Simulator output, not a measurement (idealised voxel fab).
Documented hereafter: the process module known as voxel self aligned contacts.
Shown is cross-section cut, with a width of 230 nm and square cells of size 5 nm.
Cross-section format: a grid of square cells, given as bands from top to bottom; each band is one or more rows of cells. Band: top and bottom heights (nm) first, top before bottom; then materials from left to right, widths in nm. "all across" marks a sole material filling the band edge to edge. "blank" denotes empty space. The level at which height equals 0 is the one under which the wafer, as it arrives, is entirely one material. No lower edge exists for the bottom band, which continues downward and is notated as in "0 nm and below". The two numbers in a width such as "30 to 40" mark its ends across the band: the first belongs to the top row of cells, the second to the bottom row, and from each row to the next the width moves by the same amount. Given "no change" for a step, no cell of the cross-section differs between before and after that step. The entry titled "Sealed cavities" provides the empty spaces that have no open way to the top, restricted to those of 8 cells or more. Each is presented as width x height at distance, the distance being measured from the left edge, with all three in nm. It should be noted that, on the line of a given step, the content following the step's settings is a remark produced by the simulator itself with respect to that step. Regarding "overlay nm": on a step with a mask, it is the distance the mask lay to the right of its planned place; a negative value places it to the left.

Steps planned for the process
1,RECEIVE | material Si
2,OXIDIZE | depth nm 5
3,DIRECTIONAL_DEP | material polySi | thk nm 25
4,DIRECTIONAL_DEP | material SiN | thk nm 20
5,PATTERN | tone cover | mask id GATE | material resist | width nm 35 | pitch nm 70 | thk nm 15 | overlay nm 0
6,DIRECTIONAL_ETCH | etch materials SiN | depth nm 20
7,DIRECTIONAL_ETCH | etch materials polySi | depth nm 25
8,STRIP | etch materials resist
9,CONFORMAL_DEP | material SiN | thk nm 5
10,DIRECTIONAL_ETCH | etch materials SiN | depth nm 5
11,FILL_DEP | material SiO2 | thk nm 15
12,CMP | height nm 50
13,MASKED_ETCH | tone open | mask id CONTACT | width nm 55 | etch materials SiO2 | depth nm 55 | overlay nm 0
14,CONFORMAL_DEP | material TiN | thk nm 5
15,FILL_DEP | material Ru | thk nm 10
16,CMP | height nm 50
17,CONFORMAL_DEP | material SiCN | thk nm 5

First wafer, as planned

Wafer at receipt (post step 1), cross-section
	0 nm and below = Si all across
	Sealed cavities: none

The wafer, seen in cross-section, after step 2
	0 nm to -5 nm = SiO2 all across
	Everything below -5 is unchanged.

The wafer, seen in cross-section, after step 3
	25 nm to 0 nm = polySi all across
	Everything below 0 is unchanged.

The wafer, seen in cross-section, after step 4
	45 nm to 25 nm = SiN all across
	Everything below 25 is unchanged.

The wafer, seen in cross-section, after step 5
	60 nm to 45 nm = blank=60  resist=35  blank=35  resist=35  blank=65
	Everything below 45 is unchanged.

The wafer, seen in cross-section, after step 6
	60 nm to 45 nm = blank=60  resist=35  blank=35  resist=35  blank=65
	45 nm to 25 nm = blank=60  SiN=35  blank=35  SiN=35  blank=65
	Everything below 25 is unchanged.

The wafer, seen in cross-section, after step 7
	60 nm to 45 nm = blank=60  resist=35  blank=35  resist=35  blank=65
	45 nm to 25 nm = blank=60  SiN=35  blank=35  SiN=35  blank=65
	25 nm to 0 nm = blank=60  polySi=35  blank=35  polySi=35  blank=65
	Everything below 0 is unchanged.

The wafer, seen in cross-section, after step 8
	45 nm to 25 nm = blank=60  SiN=35  blank=35  SiN=35  blank=65
	Everything below 25 is unchanged.

The wafer, seen in cross-section, after step 9
	50 nm to 25 nm = blank=55  SiN=45  blank=25  SiN=45  blank=60
	25 nm to 5 nm = blank=55  SiN=5  polySi=35  SiN=5  blank=25  SiN=5  polySi=35  SiN=5  blank=60
	5 nm to 0 nm = SiN=60  polySi=35  SiN=35  polySi=35  SiN=65
	Everything below 0 is unchanged.

The wafer, seen in cross-section, after step 10
	45 nm to 25 nm = blank=55  SiN=45  blank=25  SiN=45  blank=60
	25 nm to 0 nm = blank=55  SiN=5  polySi=35  SiN=5  blank=25  SiN=5  polySi=35  SiN=5  blank=60
	Everything below 0 is unchanged.

The wafer, seen in cross-section, after step 11
	60 nm to 45 nm = SiO2 all across
	45 nm to 25 nm = SiO2=55  SiN=45  SiO2=25  SiN=45  SiO2=60
	25 nm to 0 nm = SiO2=55  SiN=5  polySi=35  SiN=5  SiO2=25  SiN=5  polySi=35  SiN=5  SiO2=60
	Everything below 0 is unchanged.

The wafer, seen in cross-section, after step 12
	50 nm to 45 nm = SiO2 all across
	Everything below 45 is unchanged.

The wafer, seen in cross-section, after step 13
	50 nm to 45 nm = SiO2=85  blank=55  SiO2=90
	45 nm to 25 nm = SiO2=55  SiN=45  blank=25  SiN=45  SiO2=60
	25 nm to 0 nm = SiO2=55  SiN=5  polySi=35  SiN=5  blank=25  SiN=5  polySi=35  SiN=5  SiO2=60
	0 nm to -5 nm = SiO2=100  blank=25  SiO2=105
	Everything below -5 is unchanged.

The wafer, seen in cross-section, after step 14
	55 nm to 50 nm = TiN=90  blank=45  TiN=95
	50 nm to 45 nm = SiO2=85  TiN=20  blank=15  TiN=20  SiO2=90
	45 nm to 25 nm = SiO2=55  SiN=45  TiN=5  blank=15  TiN=5  SiN=45  SiO2=60
	25 nm to 0 nm = SiO2=55  SiN=5  polySi=35  SiN=5  TiN=5  blank=15  TiN=5  SiN=5  polySi=35  SiN=5  SiO2=60
	0 nm to -5 nm = SiO2=100  TiN=25  SiO2=105
	Everything below -5 is unchanged.

The wafer, seen in cross-section, after step 15
	65 nm to 55 nm = Ru all across
	55 nm to 50 nm = TiN=90  Ru=45  TiN=95
	50 nm to 45 nm = SiO2=85  TiN=20  Ru=15  TiN=20  SiO2=90
	45 nm to 25 nm = SiO2=55  SiN=45  TiN=5  Ru=15  TiN=5  SiN=45  SiO2=60
	25 nm to 0 nm = SiO2=55  SiN=5  polySi=35  SiN=5  TiN=5  Ru=15  TiN=5  SiN=5  polySi=35  SiN=5  SiO2=60
	Everything below 0 is unchanged.

The wafer, seen in cross-section, after step 16
	50 nm to 45 nm = SiO2=85  TiN=20  Ru=15  TiN=20  SiO2=90
	Everything below 45 is unchanged.

The wafer, seen in cross-section, after step 17
	55 nm to 50 nm = SiCN all across
	Everything below 50 is unchanged.

The remaining wafer, second of the two, started like the first and was run to the same plan, except that one mistake was made along the way; the two coincide through step 12, inclusive

At the planned end of step 13, the second wafer in cross-section
	50 nm to 45 nm = SiO2=80  blank=65  SiO2=85
	45 nm to 25 nm = SiO2=55  SiN=45  blank=25  SiN=45  SiO2=60
	25 nm to 0 nm = SiO2=55  SiN=5  polySi=35  SiN=5  blank=25  SiN=5  polySi=35  SiN=5  SiO2=60
	0 nm to -5 nm = SiO2=100  blank=25  SiO2=105
	Everything below -5 is unchanged.

At the planned end of step 14, the second wafer in cross-section
	55 nm to 50 nm = TiN=85  blank=55  TiN=90
	50 nm to 45 nm = SiO2=80  TiN=25  blank=15  TiN=25  SiO2=85
	45 nm to 25 nm = SiO2=55  SiN=45  TiN=5  blank=15  TiN=5  SiN=45  SiO2=60
	25 nm to 0 nm = SiO2=55  SiN=5  polySi=35  SiN=5  TiN=5  blank=15  TiN=5  SiN=5  polySi=35  SiN=5  SiO2=60
	0 nm to -5 nm = SiO2=100  TiN=25  SiO2=105
	Everything below -5 is unchanged.

At the planned end of step 15, the second wafer in cross-section
	65 nm to 55 nm = Ru all across
	55 nm to 50 nm = TiN=85  Ru=55  TiN=90
	50 nm to 45 nm = SiO2=80  TiN=25  Ru=15  TiN=25  SiO2=85
	45 nm to 25 nm = SiO2=55  SiN=45  TiN=5  Ru=15  TiN=5  SiN=45  SiO2=60
	25 nm to 0 nm = SiO2=55  SiN=5  polySi=35  SiN=5  TiN=5  Ru=15  TiN=5  SiN=5  polySi=35  SiN=5  SiO2=60
	Everything below 0 is unchanged.

At the planned end of step 16, the second wafer in cross-section
	50 nm to 45 nm = SiO2=80  TiN=25  Ru=15  TiN=25  SiO2=85
	Everything below 45 is unchanged.

At the planned end of step 17, the second wafer in cross-section
	55 nm to 50 nm = SiCN all across
	Everything below 50 is unchanged.
Want to know what went wrong? step 13 deviated from plan and actually ran as MASKED_ETCH | tone open | mask id CONTACT | width nm 65 | etch materials SiO2 | depth nm 55 | overlay nm 0
End check, counted in cells, second wafer has more or fewer of these materials than the first: 2 fewer of SiO2 | 2 more of TiN
